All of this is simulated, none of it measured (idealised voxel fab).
process module | voxel quadruple lines
cross-section cut | 245 nm wide | cells 5 nm
A cross-section is a grid of square cells, given in bands from the top down. A band is one or more rows of cells.
Each band's line starts with the height of the band's top and of its bottom, in nm. Then come its materials from left to right, each with its width in nm. One material with "throughout" fills the band from edge to edge. "air" is empty space.
Height 0 is the level under which the wafer as received is all one material. The lowest band goes on downwards, as in "0 down".
A width such as "30 to 40" changes by the same amount from each row of cells to the next, from the band's top row to its bottom row.
"no change" after a step means that no cell of the cross-section changed.
closed voids: empty space of 8 cells or more with no open way to the top, each as width x height at its distance from the left edge, in nm
after a step's settings: what the simulator itself notes on the step
overlay nm, on a step with a mask: how far to the right of its planned place the mask lay; to the left if negative
Each pair below shows a cross-section before one step and the cross-section after it, down to the lowest band that changed. The line under each pair gives the step between them, with its settings. The pairs can come from different runs of this module on the same starting wafer, so a pair continues from the pair above only where its "before" says so.
before
  0 down: Si throughout
  closed voids: none
after
  10 to 0: Al2O3 throughout
  below 0: unchanged
  closed voids: none
the step between: op CONFORMAL_DEP | material Al2O3 | thk nm 10
before: the cross-section after the pair above
after
  20 to 10: TiN throughout
  below 10: unchanged
  closed voids: none
the step between: op DIRECTIONAL_DEP | material TiN | thk nm 10
before: the cross-section after the pair above
after
  35 to 20: polySi throughout
  below 20: unchanged
  closed voids: none
the step between: op DIRECTIONAL_DEP | material polySi | thk nm 15
before: the cross-section after the pair above
after
  60 to 35: aC throughout
  below 35: unchanged
  closed voids: none
the step between: op DIRECTIONAL_DEP | material aC | thk nm 25
before: the cross-section after the pair above
after
  95 to 60: air 70 | resist 25 | air 55 | resist 25 | air 70
  below 60: unchanged
  closed voids: none
the step between: op PATTERN | tone cover | mask id MANDREL | material resist | width nm 25 | pitch nm 80 | thk nm 35 | overlay nm 0
before: the cross-section after the pair above
after
  70 to 60: air 70 | resist 25 | air 55 | resist 25 | air 70
  60 to 35: air 70 | aC 25 | air 55 | aC 25 | air 70
  below 35: unchanged
  closed voids: none
the step between: op DIRECTIONAL_ETCH | etch materials aC | depth nm 25
before: the cross-section after the pair above
after
  60 to 35: air 70 | aC 25 | air 55 | aC 25 | air 70
  below 35: unchanged
  closed voids: none
the step between: op STRIP | etch materials resist
before: the cross-section after the pair above
after
  75 to 60: air 55 | SiO2 55 | air 25 | SiO2 55 | air 55
  60 to 50: air 55 | SiO2 15 | aC 25 | SiO2 15 | air 25 | SiO2 15 | aC 25 | SiO2 15 | air 55
  50 to 35: SiO2 70 | aC 25 | SiO2 55 | aC 25 | SiO2 70
  below 35: unchanged
  closed voids: none
the step between: op CONFORMAL_DEP | material SiO2 | thk nm 15
before: the cross-section after the pair above
after
  60 to 35: air 55 | SiO2 15 | aC 25 | SiO2 15 | air 25 | SiO2 15 | aC 25 | SiO2 15 | air 55
  below 35: unchanged
  closed voids: none
the step between: op DIRECTIONAL_ETCH | etch materials SiO2 | depth nm 15
before: the cross-section after the pair above
after
  60 to 35: air 55 | SiO2 15 | air 25 | SiO2 15 | air 25 | SiO2 15 | air 25 | SiO2 15 | air 55
  below 35: unchanged
  closed voids: none
the step between: op STRIP | etch materials aC
before: the cross-section after the pair above
after
  60 to 35: air 55 | SiO2 15 | air 25 | SiO2 15 | air 25 | SiO2 15 | air 25 | SiO2 15 | air 55
  35 to 20: air 55 | polySi 15 | air 25 | polySi 15 | air 25 | polySi 15 | air 25 | polySi 15 | air 55
  below 20: unchanged
  closed voids: none
the step between: op DIRECTIONAL_ETCH | etch materials polySi | depth nm 15
before: the cross-section after the pair above
after
  35 to 20: air 55 | polySi 15 | air 25 | polySi 15 | air 25 | polySi 15 | air 25 | polySi 15 | air 55
  below 20: unchanged
  closed voids: none
the step between: op STRIP | etch materials SiO2
before: the cross-section after the pair above
after
  40 to 35: air 50 | SiN 25 | air 15 | SiN 25 | air 15 | SiN 25 | air 15 | SiN 25 | air 50
  35 to 25: air 50 | SiN 5 | polySi 15 | SiN 5 | air 15 | SiN 5 | polySi 15 | SiN 5 | air 15 | SiN 5 | polySi 15 | SiN 5 | air 15 | SiN 5 | polySi 15 | SiN 5 | air 50
  25 to 20: SiN 55 | polySi 15 | SiN 25 | polySi 15 | SiN 25 | polySi 15 | SiN 25 | polySi 15 | SiN 55
  below 20: unchanged
  closed voids: none
the step between: op CONFORMAL_DEP | material SiN | thk nm 5
before: the cross-section after the pair above
after
  35 to 20: air 50 | SiN 5 | polySi 15 | SiN 5 | air 15 | SiN 5 | polySi 15 | SiN 5 | air 15 | SiN 5 | polySi 15 | SiN 5 | air 15 | SiN 5 | polySi 15 | SiN 5 | air 50
  below 20: unchanged
  closed voids: none
the step between: op DIRECTIONAL_ETCH | etch materials SiN | depth nm 5
before: the cross-section after the pair above
after
  35 to 20: air 50 | SiN 5 | air 15 | SiN 5 | air 15 | SiN 5 | air 15 | SiN 5 | air 15 | SiN 5 | air 15 | SiN 5 | air 15 | SiN 5 | air 15 | SiN 5 | air 50
  below 20: unchanged
  closed voids: none
the step between: op STRIP | etch materials polySi
before: the cross-section after the pair above
after
  35 to 20: air 50 | SiN 5 | air 15 | SiN 5 | air 15 | SiN 5 | air 15 | SiN 5 | air 15 | SiN 5 | air 15 | SiN 5 | air 15 | SiN 5 | air 15 | SiN 5 | air 50
  20 to 10: air 50 | TiN 5 | air 15 | TiN 5 | air 15 | TiN 5 | air 15 | TiN 5 | air 15 | TiN 5 | air 15 | TiN 5 | air 15 | TiN 5 | air 15 | TiN 5 | air 50
  below 10: unchanged
  closed voids: none
the step between: op DIRECTIONAL_ETCH | etch materials TiN | depth nm 10
before: the cross-section after the pair above
after
  20 to 10: air 50 | TiN 5 | air 15 | TiN 5 | air 15 | TiN 5 | air 15 | TiN 5 | air 15 | TiN 5 | air 15 | TiN 5 | air 15 | TiN 5 | air 15 | TiN 5 | air 50
  below 10: unchanged
  closed voids: none
the step between: op STRIP | etch materials SiN
before
  0 down: Si throughout
  closed voids: none
after
  10 to 0: TiN throughout
  below 0: unchanged
  closed voids: none
the step between: op DIRECTIONAL_DEP | material TiN | thk nm 10
before: the cross-section after the pair above
after
  25 to 10: polySi throughout
  below 10: unchanged
  closed voids: none
the step between: op DIRECTIONAL_DEP | material polySi | thk nm 15
before: the cross-section after the pair above
after
  50 to 25: aC throughout
  below 25: unchanged
  closed voids: none
the step between: op DIRECTIONAL_DEP | material aC | thk nm 25
before: the cross-section after the pair above
after
  85 to 50: air 70 | resist 25 | air 55 | resist 25 | air 70
  below 50: unchanged
  closed voids: none
the step between: op PATTERN | tone cover | mask id MANDREL | material resist | width nm 25 | pitch nm 80 | thk nm 35 | overlay nm 0
before: the cross-section after the pair above
after
  60 to 50: air 70 | resist 25 | air 55 | resist 25 | air 70
  50 to 25: air 70 | aC 25 | air 55 | aC 25 | air 70
  below 25: unchanged
  closed voids: none
the step between: op DIRECTIONAL_ETCH | etch materials aC | depth nm 25
before: the cross-section after the pair above
after
  50 to 25: air 70 | aC 25 | air 55 | aC 25 | air 70
  below 25: unchanged
  closed voids: none
the step between: op STRIP | etch materials resist
before: the cross-section after the pair above
after
  65 to 50: air 55 | SiO2 55 | air 25 | SiO2 55 | air 55
  50 to 40: air 55 | SiO2 15 | aC 25 | SiO2 15 | air 25 | SiO2 15 | aC 25 | SiO2 15 | air 55
  40 to 25: SiO2 70 | aC 25 | SiO2 55 | aC 25 | SiO2 70
  below 25: unchanged
  closed voids: none
the step between: op CONFORMAL_DEP | material SiO2 | thk nm 15
before: the cross-section after the pair above
after
  50 to 25: air 55 | SiO2 15 | aC 25 | SiO2 15 | air 25 | SiO2 15 | aC 25 | SiO2 15 | air 55
  below 25: unchanged
  closed voids: none
the step between: op DIRECTIONAL_ETCH | etch materials SiO2 | depth nm 15
before: the cross-section after the pair above
after
  50 to 25: air 55 | SiO2 15 | air 25 | SiO2 15 | air 25 | SiO2 15 | air 25 | SiO2 15 | air 55
  below 25: unchanged
  closed voids: none
the step between: op STRIP | etch materials aC
before: the cross-section after the pair above
after
  50 to 25: air 55 | SiO2 15 | air 25 | SiO2 15 | air 25 | SiO2 15 | air 25 | SiO2 15 | air 55
  25 to 10: air 55 | polySi 15 | air 25 | polySi 15 | air 25 | polySi 15 | air 25 | polySi 15 | air 55
  below 10: unchanged
  closed voids: none
the step between: op DIRECTIONAL_ETCH | etch materials polySi | depth nm 15
before: the cross-section after the pair above
after
  25 to 10: air 55 | polySi 15 | air 25 | polySi 15 | air 25 | polySi 15 | air 25 | polySi 15 | air 55
  below 10: unchanged
  closed voids: none
the step between: op STRIP | etch materials SiO2
before: the cross-section after the pair above
after
  30 to 25: air 50 | SiN 25 | air 15 | SiN 25 | air 15 | SiN 25 | air 15 | SiN 25 | air 50
  25 to 15: air 50 | SiN 5 | polySi 15 | SiN 5 | air 15 | SiN 5 | polySi 15 | SiN 5 | air 15 | SiN 5 | polySi 15 | SiN 5 | air 15 | SiN 5 | polySi 15 | SiN 5 | air 50
  15 to 10: SiN 55 | polySi 15 | SiN 25 | polySi 15 | SiN 25 | polySi 15 | SiN 25 | polySi 15 | SiN 55
  below 10: unchanged
  closed voids: none
the step between: op CONFORMAL_DEP | material SiN | thk nm 5
before: the cross-section after the pair above
after
  25 to 10: air 50 | SiN 5 | polySi 15 | SiN 5 | air 15 | SiN 5 | polySi 15 | SiN 5 | air 15 | SiN 5 | polySi 15 | SiN 5 | air 15 | SiN 5 | polySi 15 | SiN 5 | air 50
  below 10: unchanged
  closed voids: none
the step between: op DIRECTIONAL_ETCH | etch materials SiN | depth nm 5
before: the cross-section after the pair above
after
  25 to 10: air 50 | SiN 5 | air 15 | SiN 5 | air 15 | SiN 5 | air 15 | SiN 5 | air 15 | SiN 5 | air 15 | SiN 5 | air 15 | SiN 5 | air 15 | SiN 5 | air 50
  below 10: unchanged
  closed voids: none
the step between: op STRIP | etch materials polySi
before: the cross-section after the pair above
after
  25 to 10: air 50 | SiN 5 | air 15 | SiN 5 | air 15 | SiN 5 | air 15 | SiN 5 | air 15 | SiN 5 | air 15 | SiN 5 | air 15 | SiN 5 | air 15 | SiN 5 | air 50
  10 to 0: air 50 | TiN 5 | air 15 | TiN 5 | air 15 | TiN 5 | air 15 | TiN 5 | air 15 | TiN 5 | air 15 | TiN 5 | air 15 | TiN 5 | air 15 | TiN 5 | air 50
  below 0: unchanged
  closed voids: none
the step between: op DIRECTIONAL_ETCH | etch materials TiN | depth nm 10
before: the cross-section after the pair above
after
  10 to 0: air 50 | TiN 5 | air 15 | TiN 5 | air 15 | TiN 5 | air 15 | TiN 5 | air 15 | TiN 5 | air 15 | TiN 5 | air 15 | TiN 5 | air 15 | TiN 5 | air 50
  below 0: unchanged
  closed voids: none
the step between: op STRIP | etch materials SiN
before
  10 to 0: Al2O3 throughout
  0 down: Si throughout
  closed voids: none
after
  25 to 10: polySi throughout
  below 10: unchanged
  closed voids: none
the step between: op DIRECTIONAL_DEP | material polySi | thk nm 15
before: the cross-section after the pair above
after
  35 to 25: TiN throughout
  below 25: unchanged
  closed voids: none
the step between: op DIRECTIONAL_DEP | material TiN | thk nm 10
before: the cross-section after the pair above
after
  60 to 35: aC throughout
  below 35: unchanged
  closed voids: none
the step between: op DIRECTIONAL_DEP | material aC | thk nm 25
before: the cross-section after the pair above
after
  95 to 60: air 70 | resist 25 | air 55 | resist 25 | air 70
  below 60: unchanged
  closed voids: none
the step between: op PATTERN | tone cover | mask id MANDREL | material resist | width nm 25 | pitch nm 80 | thk nm 35 | overlay nm 0
before: the cross-section after the pair above
after
  70 to 60: air 70 | resist 25 | air 55 | resist 25 | air 70
  60 to 35: air 70 | aC 25 | air 55 | aC 25 | air 70
  below 35: unchanged
  closed voids: none
the step between: op DIRECTIONAL_ETCH | etch materials aC | depth nm 25
before: the cross-section after the pair above
after
  60 to 35: air 70 | aC 25 | air 55 | aC 25 | air 70
  below 35: unchanged
  closed voids: none
the step between: op STRIP | etch materials resist
before: the cross-section after the pair above
after
  75 to 60: air 55 | SiO2 55 | air 25 | SiO2 55 | air 55
  60 to 50: air 55 | SiO2 15 | aC 25 | SiO2 15 | air 25 | SiO2 15 | aC 25 | SiO2 15 | air 55
  50 to 35: SiO2 70 | aC 25 | SiO2 55 | aC 25 | SiO2 70
  below 35: unchanged
  closed voids: none
the step between: op CONFORMAL_DEP | material SiO2 | thk nm 15
before: the cross-section after the pair above
after
  60 to 35: air 55 | SiO2 15 | aC 25 | SiO2 15 | air 25 | SiO2 15 | aC 25 | SiO2 15 | air 55
  below 35: unchanged
  closed voids: none
the step between: op DIRECTIONAL_ETCH | etch materials SiO2 | depth nm 15
before: the cross-section after the pair above
after
  60 to 35: air 55 | SiO2 15 | air 25 | SiO2 15 | air 25 | SiO2 15 | air 25 | SiO2 15 | air 55
  below 35: unchanged
  closed voids: none
the step between: op STRIP | etch materials aC
before: the cross-section after the pair above
after
  35 to 25: TiN throughout
  below 25: unchanged
  closed voids: none
the step between: op STRIP | etch materials SiO2
before: the cross-section after the pair above
after
  40 to 35: SiN throughout
  below 35: unchanged
  closed voids: none
the step between: op CONFORMAL_DEP | material SiN | thk nm 5
before: the cross-section after the pair above
after
  35 to 25: TiN throughout
  below 25: unchanged
  closed voids: none
the step between: op DIRECTIONAL_ETCH | etch materials SiN | depth nm 5
before: the cross-section after the pair above
after
  25 to 10: polySi throughout
  below 10: unchanged
  closed voids: none
the step between: op DIRECTIONAL_ETCH | etch materials TiN | depth nm 10
before
  35 to 20: air 50 | SiN 5 | air 15 | SiN 5 | air 15 | SiN 5 | air 15 | SiN 5 | air 15 | SiN 5 | air 15 | SiN 5 | air 15 | SiN 5 | air 15 | SiN 5 | air 50
  20 to 10: TiN throughout
  10 to 0: Al2O3 throughout
  0 down: Si throughout
  closed voids: none
after
  35 to 20: air 50 | SiN 5 | air 15 | SiN 5 | air 15 | SiN 5 | air 15 | SiN 5 | air 15 | SiN 5 | air 15 | SiN 5 | air 15 | SiN 5 | air 15 | SiN 5 | air 50
  20 to 15: air 50 | TiN 5 | air 15 | TiN 5 | air 15 | TiN 5 | air 15 | TiN 5 | air 15 | TiN 5 | air 15 | TiN 5 | air 15 | TiN 5 | air 15 | TiN 5 | air 50
  below 15: unchanged
  closed voids: none
the step between: op DIRECTIONAL_ETCH | etch materials TiN | depth nm 5
before: the cross-section after the pair above
after
  20 to 15: air 50 | TiN 5 | air 15 | TiN 5 | air 15 | TiN 5 | air 15 | TiN 5 | air 15 | TiN 5 | air 15 | TiN 5 | air 15 | TiN 5 | air 15 | TiN 5 | air 50
  below 15: unchanged
  closed voids: none
the step between: op STRIP | etch materials SiN
before
  60 to 35: aC throughout
  35 to 20: polySi throughout
  20 to 10: TiN throughout
  10 to 0: Al2O3 throughout
  0 down: Si throughout
  closed voids: none
after
  95 to 60: air 75 | resist 20 | air 60 | resist 20 | air 70
  below 60: unchanged
  closed voids: none
the step between: op PATTERN | tone cover | mask id MANDREL | material resist | width nm 20 | pitch nm 80 | thk nm 35 | overlay nm 0
before: the cross-section after the pair above
after
  70 to 60: air 75 | resist 20 | air 60 | resist 20 | air 70
  60 to 35: air 75 | aC 20 | air 60 | aC 20 | air 70
  below 35: unchanged
  closed voids: none
the step between: op DIRECTIONAL_ETCH | etch materials aC | depth nm 25
before: the cross-section after the pair above
after
  60 to 35: air 75 | aC 20 | air 60 | aC 20 | air 70
  below 35: unchanged
  closed voids: none
the step between: op STRIP | etch materials resist
before: the cross-section after the pair above
after
  75 to 60: air 60 | SiO2 50 | air 30 | SiO2 50 | air 55
  60 to 50: air 60 | SiO2 15 | aC 20 | SiO2 15 | air 30 | SiO2 15 | aC 20 | SiO2 15 | air 55
  50 to 35: SiO2 75 | aC 20 | SiO2 60 | aC 20 | SiO2 70
  below 35: unchanged
  closed voids: none
the step between: op CONFORMAL_DEP | material SiO2 | thk nm 15
before: the cross-section after the pair above
after
  60 to 35: air 60 | SiO2 15 | aC 20 | SiO2 15 | air 30 | SiO2 15 | aC 20 | SiO2 15 | air 55
  below 35: unchanged
  closed voids: none
the step between: op DIRECTIONAL_ETCH | etch materials SiO2 | depth nm 15
before: the cross-section after the pair above
after
  60 to 35: air 60 | SiO2 15 | air 20 | SiO2 15 | air 30 | SiO2 15 | air 20 | SiO2 15 | air 55
  below 35: unchanged
  closed voids: none
the step between: op STRIP | etch materials aC
before: the cross-section after the pair above
after
  60 to 35: air 60 | SiO2 15 | air 20 | SiO2 15 | air 30 | SiO2 15 | air 20 | SiO2 15 | air 55
  35 to 20: air 60 | polySi 15 | air 20 | polySi 15 | air 30 | polySi 15 | air 20 | polySi 15 | air 55
  below 20: unchanged
  closed voids: none
the step between: op DIRECTIONAL_ETCH | etch materials polySi | depth nm 15
before: the cross-section after the pair above
after
  35 to 20: air 60 | polySi 15 | air 20 | polySi 15 | air 30 | polySi 15 | air 20 | polySi 15 | air 55
  below 20: unchanged
  closed voids: none
the step between: op STRIP | etch materials SiO2
before: the cross-section after the pair above
after
  40 to 35: air 55 | SiN 25 | air 10 | SiN 25 | air 20 | SiN 25 | air 10 | SiN 25 | air 50
  35 to 25: air 55 | SiN 5 | polySi 15 | SiN 5 | air 10 | SiN 5 | polySi 15 | SiN 5 | air 20 | SiN 5 | polySi 15 | SiN 5 | air 10 | SiN 5 | polySi 15 | SiN 5 | air 50
  25 to 20: SiN 60 | polySi 15 | SiN 20 | polySi 15 | SiN 30 | polySi 15 | SiN 20 | polySi 15 | SiN 55
  below 20: unchanged
  closed voids: none
the step between: op CONFORMAL_DEP | material SiN | thk nm 5
before: the cross-section after the pair above
after
  35 to 20: air 55 | SiN 5 | polySi 15 | SiN 5 | air 10 | SiN 5 | polySi 15 | SiN 5 | air 20 | SiN 5 | polySi 15 | SiN 5 | air 10 | SiN 5 | polySi 15 | SiN 5 | air 50
  below 20: unchanged
  closed voids: none
the step between: op DIRECTIONAL_ETCH | etch materials SiN | depth nm 5
before: the cross-section after the pair above
after
  35 to 20: air 55 | SiN 5 | air 15 | SiN 5 | air 10 | SiN 5 | air 15 | SiN 5 | air 20 | SiN 5 | air 15 | SiN 5 | air 10 | SiN 5 | air 15 | SiN 5 | air 50
  below 20: unchanged
  closed voids: none
the step between: op STRIP | etch materials polySi
before: the cross-section after the pair above
after
  35 to 20: air 55 | SiN 5 | air 15 | SiN 5 | air 10 | SiN 5 | air 15 | SiN 5 | air 20 | SiN 5 | air 15 | SiN 5 | air 10 | SiN 5 | air 15 | SiN 5 | air 50
  20 to 10: air 55 | TiN 5 | air 15 | TiN 5 | air 10 | TiN 5 | air 15 | TiN 5 | air 20 | TiN 5 | air 15 | TiN 5 | air 10 | TiN 5 | air 15 | TiN 5 | air 50
  below 10: unchanged
  closed voids: none
the step between: op DIRECTIONAL_ETCH | etch materials TiN | depth nm 10
before: the cross-section after the pair above
after
  20 to 10: air 55 | TiN 5 | air 15 | TiN 5 | air 10 | TiN 5 | air 15 | TiN 5 | air 20 | TiN 5 | air 15 | TiN 5 | air 10 | TiN 5 | air 15 | TiN 5 | air 50
  below 10: unchanged
  closed voids: none
the step between: op STRIP | etch materials SiN
before
  60 to 35: aC throughout
  35 to 20: polySi throughout
  20 to 10: TiN throughout
  10 to 0: Al2O3 throughout
  0 down: Si throughout
  closed voids: none
after
  95 to 60: air 75 | resist 25 | air 55 | resist 25 | air 65
  below 60: unchanged
  closed voids: none
the step between: op PATTERN | tone cover | mask id MANDREL | material resist | width nm 25 | pitch nm 80 | thk nm 35 | overlay nm 5
before: the cross-section after the pair above
after
  70 to 60: air 75 | resist 25 | air 55 | resist 25 | air 65
  60 to 35: air 75 | aC 25 | air 55 | aC 25 | air 65
  below 35: unchanged
  closed voids: none
the step between: op DIRECTIONAL_ETCH | etch materials aC | depth nm 25
before: the cross-section after the pair above
after
  60 to 35: air 75 | aC 25 | air 55 | aC 25 | air 65
  below 35: unchanged
  closed voids: none
the step between: op STRIP | etch materials resist
before: the cross-section after the pair above
after
  75 to 60: air 60 | SiO2 55 | air 25 | SiO2 55 | air 50
  60 to 50: air 60 | SiO2 15 | aC 25 | SiO2 15 | air 25 | SiO2 15 | aC 25 | SiO2 15 | air 50
  50 to 35: SiO2 75 | aC 25 | SiO2 55 | aC 25 | SiO2 65
  below 35: unchanged
  closed voids: none
the step between: op CONFORMAL_DEP | material SiO2 | thk nm 15
before: the cross-section after the pair above
after
  60 to 35: air 60 | SiO2 15 | aC 25 | SiO2 15 | air 25 | SiO2 15 | aC 25 | SiO2 15 | air 50
  below 35: unchanged
  closed voids: none
the step between: op DIRECTIONAL_ETCH | etch materials SiO2 | depth nm 15
before: the cross-section after the pair above
after
  60 to 35: air 60 | SiO2 15 | air 25 | SiO2 15 | air 25 | SiO2 15 | air 25 | SiO2 15 | air 50
  below 35: unchanged
  closed voids: none
the step between: op STRIP | etch materials aC
before: the cross-section after the pair above
after
  60 to 35: air 60 | SiO2 15 | air 25 | SiO2 15 | air 25 | SiO2 15 | air 25 | SiO2 15 | air 50
  35 to 20: air 60 | polySi 15 | air 25 | polySi 15 | air 25 | polySi 15 | air 25 | polySi 15 | air 50
  below 20: unchanged
  closed voids: none
the step between: op DIRECTIONAL_ETCH | etch materials polySi | depth nm 15
before: the cross-section after the pair above
after
  35 to 20: air 60 | polySi 15 | air 25 | polySi 15 | air 25 | polySi 15 | air 25 | polySi 15 | air 50
  below 20: unchanged
  closed voids: none
the step between: op STRIP | etch materials SiO2
before: the cross-section after the pair above
after
  40 to 35: air 55 | SiN 25 | air 15 | SiN 25 | air 15 | SiN 25 | air 15 | SiN 25 | air 45
  35 to 25: air 55 | SiN 5 | polySi 15 | SiN 5 | air 15 | SiN 5 | polySi 15 | SiN 5 | air 15 | SiN 5 | polySi 15 | SiN 5 | air 15 | SiN 5 | polySi 15 | SiN 5 | air 45
  25 to 20: SiN 60 | polySi 15 | SiN 25 | polySi 15 | SiN 25 | polySi 15 | SiN 25 | polySi 15 | SiN 50
  below 20: unchanged
  closed voids: none
the step between: op CONFORMAL_DEP | material SiN | thk nm 5
before: the cross-section after the pair above
after
  35 to 20: air 55 | SiN 5 | polySi 15 | SiN 5 | air 15 | SiN 5 | polySi 15 | SiN 5 | air 15 | SiN 5 | polySi 15 | SiN 5 | air 15 | SiN 5 | polySi 15 | SiN 5 | air 45
  below 20: unchanged
  closed voids: none
the step between: op DIRECTIONAL_ETCH | etch materials SiN | depth nm 5
before: the cross-section after the pair above
after
  35 to 20: air 55 | SiN 5 | air 15 | SiN 5 | air 15 | SiN 5 | air 15 | SiN 5 | air 15 | SiN 5 | air 15 | SiN 5 | air 15 | SiN 5 | air 15 | SiN 5 | air 45
  below 20: unchanged
  closed voids: none
the step between: op STRIP | etch materials polySi
before: the cross-section after the pair above
after
  35 to 20: air 55 | SiN 5 | air 15 | SiN 5 | air 15 | SiN 5 | air 15 | SiN 5 | air 15 | SiN 5 | air 15 | SiN 5 | air 15 | SiN 5 | air 15 | SiN 5 | air 45
  20 to 10: air 55 | TiN 5 | air 15 | TiN 5 | air 15 | TiN 5 | air 15 | TiN 5 | air 15 | TiN 5 | air 15 | TiN 5 | air 15 | TiN 5 | air 15 | TiN 5 | air 45
  below 10: unchanged
  closed voids: none
the step between: op DIRECTIONAL_ETCH | etch materials TiN | depth nm 10
before: the cross-section after the pair above
after
  20 to 10: air 55 | TiN 5 | air 15 | TiN 5 | air 15 | TiN 5 | air 15 | TiN 5 | air 15 | TiN 5 | air 15 | TiN 5 | air 15 | TiN 5 | air 15 | TiN 5 | air 45
  below 10: unchanged
  closed voids: none
the step between: op STRIP | etch materials SiN
before
  35 to 20: air 55 | polySi 15 | air 25 | polySi 15 | air 25 | polySi 15 | air 25 | polySi 15 | air 55
  20 to 10: TiN throughout
  10 to 0: Al2O3 throughout
  0 down: Si throughout
  closed voids: none
after
  40 to 35: air 50 | aC 25 | air 15 | aC 25 | air 15 | aC 25 | air 15 | aC 25 | air 50
  35 to 25: air 50 | aC 5 | polySi 15 | aC 5 | air 15 | aC 5 | polySi 15 | aC 5 | air 15 | aC 5 | polySi 15 | aC 5 | air 15 | aC 5 | polySi 15 | aC 5 | air 50
  25 to 20: aC 55 | polySi 15 | aC 25 | polySi 15 | aC 25 | polySi 15 | aC 25 | polySi 15 | aC 55
  below 20: unchanged
  closed voids: none
the step between: op CONFORMAL_DEP | material aC | thk nm 5
before
  60 to 35: aC throughout
  35 to 20: polySi throughout
  20 to 10: TiN throughout
  10 to 0: Al2O3 throughout
  0 down: Si throughout
  closed voids: none
after
  95 to 60: resist 70 | air 25 | resist 55 | air 25 | resist 70
  below 60: unchanged
  closed voids: none
the step between: op PATTERN | tone open | mask id MANDREL | material resist | width nm 25 | pitch nm 80 | thk nm 35 | overlay nm 0
before: the cross-section after the pair above
after
  70 to 60: resist 70 | air 25 | resist 55 | air 25 | resist 70
  60 to 35: aC 70 | air 25 | aC 55 | air 25 | aC 70
  below 35: unchanged
  closed voids: none
the step between: op DIRECTIONAL_ETCH | etch materials aC | depth nm 25
before: the cross-section after the pair above
after
  60 to 35: aC 70 | air 25 | aC 55 | air 25 | aC 70
  below 35: unchanged
  closed voids: none
the step between: op STRIP | etch materials resist
before: the cross-section after the pair above
after
  75 to 60: SiO2 throughout
  60 to 35: aC 70 | SiO2 25 | aC 55 | SiO2 25 | aC 70
  below 35: unchanged
  closed voids: none
the step between: op CONFORMAL_DEP | material SiO2 | thk nm 15
before: the cross-section after the pair above
after
  60 to 35: aC 70 | SiO2 25 | aC 55 | SiO2 25 | aC 70
  below 35: unchanged
  closed voids: none
the step between: op DIRECTIONAL_ETCH | etch materials SiO2 | depth nm 15
before: the cross-section after the pair above
after
  60 to 35: air 70 | SiO2 25 | air 55 | SiO2 25 | air 70
  below 35: unchanged
  closed voids: none
the step between: op STRIP | etch materials aC
before: the cross-section after the pair above
after
  60 to 35: air 70 | SiO2 25 | air 55 | SiO2 25 | air 70
  35 to 20: air 70 | polySi 25 | air 55 | polySi 25 | air 70
  below 20: unchanged
  closed voids: none
the step between: op DIRECTIONAL_ETCH | etch materials polySi | depth nm 15
before: the cross-section after the pair above
after
  35 to 20: air 70 | polySi 25 | air 55 | polySi 25 | air 70
  below 20: unchanged
  closed voids: none
the step between: op STRIP | etch materials SiO2
before: the cross-section after the pair above
after
  40 to 35: air 65 | SiN 35 | air 45 | SiN 35 | air 65
  35 to 25: air 65 | SiN 5 | polySi 25 | SiN 5 | air 45 | SiN 5 | polySi 25 | SiN 5 | air 65
  25 to 20: SiN 70 | polySi 25 | SiN 55 | polySi 25 | SiN 70
  below 20: unchanged
  closed voids: none
the step between: op CONFORMAL_DEP | material SiN | thk nm 5
before: the cross-section after the pair above
after
  35 to 20: air 65 | SiN 5 | polySi 25 | SiN 5 | air 45 | SiN 5 | polySi 25 | SiN 5 | air 65
  below 20: unchanged
  closed voids: none
the step between: op DIRECTIONAL_ETCH | etch materials SiN | depth nm 5
before: the cross-section after the pair above
after
  35 to 20: air 65 | SiN 5 | air 25 | SiN 5 | air 45 | SiN 5 | air 25 | SiN 5 | air 65
  below 20: unchanged
  closed voids: none
the step between: op STRIP | etch materials polySi
before: the cross-section after the pair above
after
  35 to 20: air 65 | SiN 5 | air 25 | SiN 5 | air 45 | SiN 5 | air 25 | SiN 5 | air 65
  20 to 10: air 65 | TiN 5 | air 25 | TiN 5 | air 45 | TiN 5 | air 25 | TiN 5 | air 65
  below 10: unchanged
  closed voids: none
the step between: op DIRECTIONAL_ETCH | etch materials TiN | depth nm 10
before: the cross-section after the pair above
after
  20 to 10: air 65 | TiN 5 | air 25 | TiN 5 | air 45 | TiN 5 | air 25 | TiN 5 | air 65
  below 10: unchanged
  closed voids: none
the step between: op STRIP | etch materials SiN
